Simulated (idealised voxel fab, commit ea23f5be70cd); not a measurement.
process module | voxel capacitor over wiring
cross-section cut | 250 nm wide | cells 5 nm
Cross-section = grid of square cells, listed top down in bands; band = one or more rows. Each band's line starts with the height of the band's top and of its bottom, in nm. Then come its materials from left to right, each with its width in nm. One material with "full width" fills the band from edge to edge. "empty" is empty space. Heights are measured from 0, the level below which the as-received wafer is all one material; the lowest band has no bottom and continues downward, written as in "z 0 and below". A width given as "30 to 40" starts at the first number in the band's top row and ends at the second number in its bottom row, shifting by an equal amount at every step from row to row. When a step is marked "nothing got changed", none of the cells in the cross-section changed during that step. The entry titled "Enclosed cavity list" provides the empty spaces that have no open way to the top, restricted to those of 8 cells or more. Each is presented as width x height at distance, the distance being measured from the left edge, with all three in nm. That trailing text on a step's line, after the settings, is the simulator's own remark on the step. Each step line may optionally specify "overlay nm", which for a step with a mask gives the rightward distance between the mask's planned place and where it lay, a negative value indicating the leftward direction.

Steps in the process plan
step 1: op RECEIVE | material Si
step 2: op CONFORMAL_DEP | material SiO2 | thk nm 10
step 3: op CONFORMAL_DEP | material SiCN | thk nm 5
step 4: op DIRECTIONAL_DEP | material lowk | thk nm 20
step 5: op PATTERN | tone open | mask id METAL_1 | material resist | width nm 30 | pitch nm 100 | thk nm 15 | overlay nm 0
step 6: op DIRECTIONAL_ETCH | etch materials lowk | depth nm 20
step 7: op DIRECTIONAL_ETCH | etch materials SiCN | depth nm 5
step 8: op STRIP | etch materials resist
step 9: op CONFORMAL_DEP | material TiN | thk nm 5
step 10: op FILL_DEP | material W | thk nm 5
step 11: op CMP | height nm 35
step 12: op CONFORMAL_DEP | material SiCN | thk nm 5
step 13: op DIRECTIONAL_DEP | material lowk | thk nm 10
step 14: op PATTERN | tone open | mask id PLUG_1 | material resist | width nm 15 | thk nm 20 | overlay nm 0
step 15: op DIRECTIONAL_ETCH | etch materials lowk | depth nm 10
step 16: op DIRECTIONAL_ETCH | etch materials SiCN | depth nm 5
step 17: op STRIP | etch materials resist
step 18: op EPI | material Ru | thk nm 10
step 19: op EPI | material Ru | thk nm 5
step 20: op DIRECTIONAL_DEP | material TiN | thk nm 5
step 21: op DIRECTIONAL_DEP | material HfO2 | thk nm 5
step 22: op DIRECTIONAL_DEP | material TiN | thk nm 10
step 23: op DIRECTIONAL_DEP | material aC | thk nm 10
step 24: op PATTERN | tone cover | mask id UPPER_PLATE | material resist | width nm 75 | thk nm 30 | overlay nm 0
step 25: op DIRECTIONAL_ETCH | etch materials aC | depth nm 10
step 26: op STRIP | etch materials resist
step 27: op DIRECTIONAL_ETCH | etch materials TiN | depth nm 10
step 28: op DIRECTIONAL_ETCH | etch materials HfO2 | depth nm 5
step 29: op STRIP | etch materials aC
step 30: op DIRECTIONAL_DEP | material aC | thk nm 15
step 31: op PATTERN | tone cover | mask id LOWER_PLATE | material resist | width nm 85 | thk nm 30 | overlay nm 0
step 32: op DIRECTIONAL_ETCH | etch materials aC | depth nm 15
step 33: op STRIP | etch materials resist
step 34: op DIRECTIONAL_ETCH | etch materials TiN | depth nm 5
step 35: op STRIP | etch materials aC
step 36: op FILL_DEP | material SiO2 | thk nm 15
step 37: op CMP | height nm 80
step 38: op DIRECTIONAL_DEP | material aC | thk nm 10
step 39: op PATTERN | tone open | mask id PLUG_2 | material resist | width nm 15 | thk nm 25 | overlay nm 0
step 40: op DIRECTIONAL_ETCH | etch materials aC | depth nm 10
step 41: op STRIP | etch materials resist
step 42: op DIRECTIONAL_ETCH | etch materials SiO2 | depth nm 10
step 43: op STRIP | etch materials aC
step 44: op CONFORMAL_DEP | material TiN | thk nm 5
step 45: op FILL_DEP | material W | thk nm 5
step 46: op CMP | height nm 80
step 47: op CONFORMAL_DEP | material SiCN | thk nm 5

This is the cross-section of the wafer as we received it, i.e. after step 1
> z 0 and below | Si full width
> Enclosed cavity list: none

As-planned run: cross-section of the first of two wafers at end of module
> z 85 to 80 | SiCN full width
> z 80 to 75 | SiO2: 85, then TiN: 5, then W: 5, then TiN: 5, then SiO2: 150
> z 75 to 70 | SiO2: 85, then TiN: 15, then SiO2: 150
> z 70 to 60 | SiO2: 75, then TiN: 75, then SiO2: 100
> z 60 to 55 | SiO2: 75, then HfO2: 75, then SiO2: 100
> z 55 to 50 | SiO2: 70, then TiN: 85, then SiO2: 95
> z 50 to 40 | lowk: 75, then Ru: 15, then lowk: 160
> z 40 to 35 | SiCN: 75, then Ru: 15, then SiCN: 160
> z 35 to 15 | lowk: 60, then TiN: 5, then W: 20, then TiN: 5, then lowk: 70, then TiN: 5, then W: 20, then TiN: 5, then lowk: 60
> z 15 to 10 | SiCN: 60, then TiN: 30, then SiCN: 70, then TiN: 30, then SiCN: 60
> z 10 to 0 | SiO2 full width
> z 0 and below | Si full width
> Enclosed cavity list: none

Cross-sectional image of the second wafer of the two following completion of the module. Starting state and process plan were the same as for the first wafer; one execution error occurred
> z 85 to 80 | SiCN full width
> z 80 to 75 | SiO2: 85, then TiN: 5, then W: 5, then TiN: 5, then SiO2: 150
> z 75 to 70 | SiO2: 85, then TiN: 15, then SiO2: 150
> z 70 to 60 | SiO2: 75, then TiN: 75, then SiO2: 100
> z 60 to 55 | SiO2: 75, then HfO2: 75, then SiO2: 100
> z 55 to 50 | SiO2: 70, then TiN: 85, then SiO2: 95
> z 50 to 40 | lowk: 75, then Ru: 15, then lowk: 160
> z 40 to 35 | SiCN: 75, then Ru: 15, then SiCN: 160
> z 35 to 15 | lowk: 70, then TiN: 5, then W: 20, then TiN: 5, then lowk: 70, then TiN: 5, then W: 20, then TiN: 5, then lowk: 50
> z 15 to 10 | SiCN: 70, then TiN: 30, then SiCN: 70, then TiN: 30, then SiCN: 50
> z 10 to 0 | SiO2 full width
> z 0 and below | Si full width
> Enclosed cavity list: none
Against the plan, the run slipped here: step 5 ran as: op PATTERN | tone open | mask id METAL_1 | material resist | width nm 30 | pitch nm 100 | thk nm 15 | overlay nm 10
Upon completion, the cell count for each material on the second wafer equals that on the first, whereas the spatial distribution of those cells differs.
